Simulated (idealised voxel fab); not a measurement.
Herein follows the process module entitled voxel lift off.
cross-section cut | 170 nm wide | cells 5 nm
A cross-section in this document is a grid of square cells, and it is written down as bands, the top band listed before the ones below it; a band is made up of one or more rows of cells.
Each band's line starts with the height of the band's top and of its bottom, in nm. Then come its materials from left to right, each with its width in nm. One material with "edge to edge" fills the band from edge to edge. "blank" is empty space.
Heights are expressed relative to 0, this being the level below which the as-received wafer comprises one material exclusively. The lowest band is unbounded in the downward direction and is denoted as in "z 0 and below".
Read "30->40" as a graded width: first number on top, second number at the bottom, same change between each pair of neighbouring rows.
Basically "identical to before" means that step didn't change any cell in the cross-section.
What "Unvented cavities" gives you is every empty space of 8 cells or more that is cut off from the top. Each appears as width x height at distance, with the distance taken from the left edge and width, height and distance all in nm.
Where a step's line continues beyond its settings, the continuation is a remark by the simulator itself on that step.
"overlay nm" answers the question of how far to the right of plan the mask lay on a step that has a mask, and when it is negative the answer is to the left.
PLANNED STEP LIST FOR THE PROCESS
| 1 | RECEIVE (material Si) |
| 2 | CONFORMAL_DEP (material SiN; thk nm 5) |
| 3 | PATTERN (tone open; mask id LINES; material resist; width nm 20; pitch nm 50; thk nm 25; overlay nm 0) |
| 4 | DIRECTIONAL_DEP (material Ru; thk nm 10) |
| 5 | STRIP (etch materials resist) |
| 6 | CONFORMAL_DEP (material SiCN; thk nm 5) |
WAFER AT RECEIPT (POST STEP 1), CROSS-SECTION
> z 0 and below: Si edge to edge
> Unvented cavities: none
CROSS-SECTIONAL IMAGE OF THE FIRST OF TWO WAFERS AT THE END OF THE MODULE, THE RUN HAVING PROCEEDED AS PLANNED
> z 20 to 15: blank 45, SiCN 30, blank 20, SiCN 30, blank 45
> z 15 to 10: blank 45, SiCN 5, Ru 20, SiCN 5, blank 20, SiCN 5, Ru 20, SiCN 5, blank 45
> z 10 to 5: SiCN 50, Ru 20, SiCN 30, Ru 20, SiCN 50
> z 5 to 0: SiN edge to edge
> z 0 and below: Si edge to edge
> Unvented cavities: none
NOW THE SECOND WAFER, CROSS-SECTIONED AT THE END OF THE MODULE. NOTHING DIFFERENT AT THE START, NOTHING DIFFERENT IN THE PLAN COMPARED WITH THE FIRST, JUST ONE MISTAKE WHEN IT WAS ACTUALLY RUN
> z 30 to 25: blank 45, SiCN 30, blank 20, SiCN 30, blank 45
> z 25 to 20: blank 45, SiCN 5, Ru 20, SiCN 5, blank 20, SiCN 5, Ru 20, SiCN 5, blank 45
> z 20 to 15: SiCN 50, Ru 20, SiCN 30, Ru 20, SiCN 50
> z 15 to 0: SiN edge to edge
> z 0 and below: Si edge to edge
> Unvented cavities: none
Short version of what went wrong: it should be noted that step 2 was executed with settings other than those planned, the operation and settings actually applied being CONFORMAL_DEP (material SiN; thk nm 15)
Heads up, by the end the second wafer has more or fewer cells of some materials compared to the first: SiN +68
